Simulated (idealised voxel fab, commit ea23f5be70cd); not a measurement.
The following process module bears the name voxel released beams.
cross-section cut | 200 nm wide | cells 5 nm
How to read a cross-section here: the picture is a grid of square cells, written as bands going from the top down, and any band can span one or more rows of cells. In this notation a band is specified by the heights of its top and bottom, in that order and in nm, after which its materials appear from left to right, each paired with its width in nm. The word "all across" attached to a single material means that material fills the band from edge to edge; the word "empty" stands for empty space. Height datum 0, below which the as-received substrate wafer is one material. Lowest band open at the bottom, running downward: "0 and below". Per-row width for "30 to 40": begins at first number (top row of band), ends at second number (bottom row), increment between rows held constant. Where the words "no change occurred" appear for a step, the cross-section shows no cell changed by that step; every cell remained as before. "Sealed internal voids" enumerates empty spaces isolated from the top, with no open way to it, that contain at least 8 cells, giving each as width x height at distance from the left edge, all three in nm. Where a step's line continues beyond its settings, the continuation is a remark by the simulator itself on that step. What "overlay nm" on a step's line means: if the step has a mask, that mask lay this far to the right of its planned place, or, when the value is negative, to the left.
# These are the steps we planned for the process
| 1 | RECEIVE [material Si] |
| 2 | CONFORMAL_DEP [material Al2O3] [thk nm 10] |
| 3 | DIRECTIONAL_DEP [material SiO2] [thk nm 20] |
| 4 | PATTERN [tone open] [mask id ANCHOR] [material resist] [width nm 25] [thk nm 20] [overlay nm 0] |
| 5 | DIRECTIONAL_ETCH [etch materials SiO2] [depth nm 20] |
| 6 | STRIP [etch materials resist] |
| 7 | CONFORMAL_DEP [material W] [thk nm 10] |
| 8 | MASKED_ETCH [tone cover] [mask id BEAM] [width nm 90] [etch materials W] [depth nm 5] [overlay nm 0] |
| 9 | STRIP [etch materials SiO2] |
Keep in mind the plan's value for the depth nm of step 8 comes from the first wafer; the wafers don't share that setting, but they do share the same starting point.
# Sectional view: first of several wafers, as received, after step 1
* 0 and below: Si all across
* Sealed internal voids: none
# Wafer rows, end of module: cells per material gained (+) or lost (-) since receipt; closed voids last
depth nm 5, +80 Al2O3, +140 SiO2, +74 W, Sealed internal voids: none
depth nm 10, +80 Al2O3, +52 W, Sealed internal voids: none
depth nm 15, +80 Al2O3, +52 W, Sealed internal voids: none
depth nm 20, +80 Al2O3, +52 W, Sealed internal voids: none
depth nm 25, +80 Al2O3, +52 W, Sealed internal voids: none
